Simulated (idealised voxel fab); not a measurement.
The name of this process module is voxel quadruple lines.
The cross-section shown here is cut; it is 215 nm wide and divided into square cells measuring 5 nm on a side.
Heads up, the way a cross-section reads in here is a grid of square cells, handed over as bands from the top down, with every band being one or more rows of cells. Quick guide to a band line: top height, bottom height (nm) up front; then every material left to right with its width in nm. Only one material and it's marked "edge to edge"? Then it fills the band edge to edge. And "empty" just means empty space. Heads up on the height convention: 0 is the point under which the incoming wafer is all one material, and the lowest band has no bottom, it just keeps going down, like "z 0 and below". The notation "30->40" denotes a width that varies across the rows of cells in the band, beginning at the first number in the top row, finishing at the second number in the bottom row, and changing by an identical amount from each row to the next. "nothing got changed" -> step changed no cross-section cell. "Closed void table" - sealed voids, min. 8 cells, no opening to top; format: width x height at distance (distance from left edge; nm throughout). Text after the settings on a step's line: the simulator's own remark on that step. Steps that use a mask can have "overlay nm" on their line. It says how far the mask sat to the right of where it was meant to be. Negative means to the left.

# Steps in the process plan
1) RECEIVE,material Si
2) CONFORMAL_DEP,material SiO2,thk nm 10
3) DIRECTIONAL_DEP,material Ru,thk nm 15
4) DIRECTIONAL_DEP,material polySi,thk nm 20
5) DIRECTIONAL_DEP,material aC,thk nm 25
6) PATTERN,tone cover,mask id MANDREL,material resist,width nm 20,pitch nm 60,thk nm 35,overlay nm 0
7) DIRECTIONAL_ETCH,etch materials aC,depth nm 25
8) STRIP,etch materials resist
9) CONFORMAL_DEP,material SiO2,thk nm 10
10) DIRECTIONAL_ETCH,etch materials SiO2,depth nm 10
11) STRIP,etch materials aC
12) DIRECTIONAL_ETCH,etch materials polySi,depth nm 20
13) STRIP,etch materials SiO2
14) CONFORMAL_DEP,material SiN,thk nm 5
15) DIRECTIONAL_ETCH,etch materials SiN,depth nm 5
16) STRIP,etch materials polySi
17) DIRECTIONAL_ETCH,etch materials Ru,depth nm 15
18) STRIP,etch materials SiN

# Shown in cross-section is the wafer as received, that is, as it stands after step 1
- z 0 and below: Si edge to edge
- Closed void table: none

# End-of-module cross-section of the first of two wafers, processed as planned
- z 25 to 10: empty 50 nm | Ru 5 nm | empty 10 nm | Ru 5 nm | empty 10 nm | Ru 5 nm | empty 10 nm | Ru 5 nm | empty 10 nm | Ru 5 nm | empty 10 nm | Ru 5 nm | empty 10 nm | Ru 5 nm | empty 10 nm | Ru 5 nm | empty 55 nm
- z 10 to 0: SiO2 edge to edge
- z 0 and below: Si edge to edge
- Closed void table: none

# Cross-section, wafer two of two, end of module: same start and plan as wafer one, one error in execution
- z 25 to 10: empty 60 nm | Ru 5 nm | empty 20 nm | Ru 5 nm | empty 30 nm | Ru 5 nm | empty 20 nm | Ru 5 nm | empty 65 nm
- z 10 to 0: SiO2 edge to edge
- z 0 and below: Si edge to edge
- Closed void table: none
In executing the process, a mistake was made relative to the plan: rather than as planned, step 6 actually ran as PATTERN,tone open,mask id MANDREL,material resist,width nm 20,pitch nm 60,thk nm 35,overlay nm 0
The final cell counts differ between the wafers, with the second having more or fewer of some materials than the first: 12 fewer of Ru
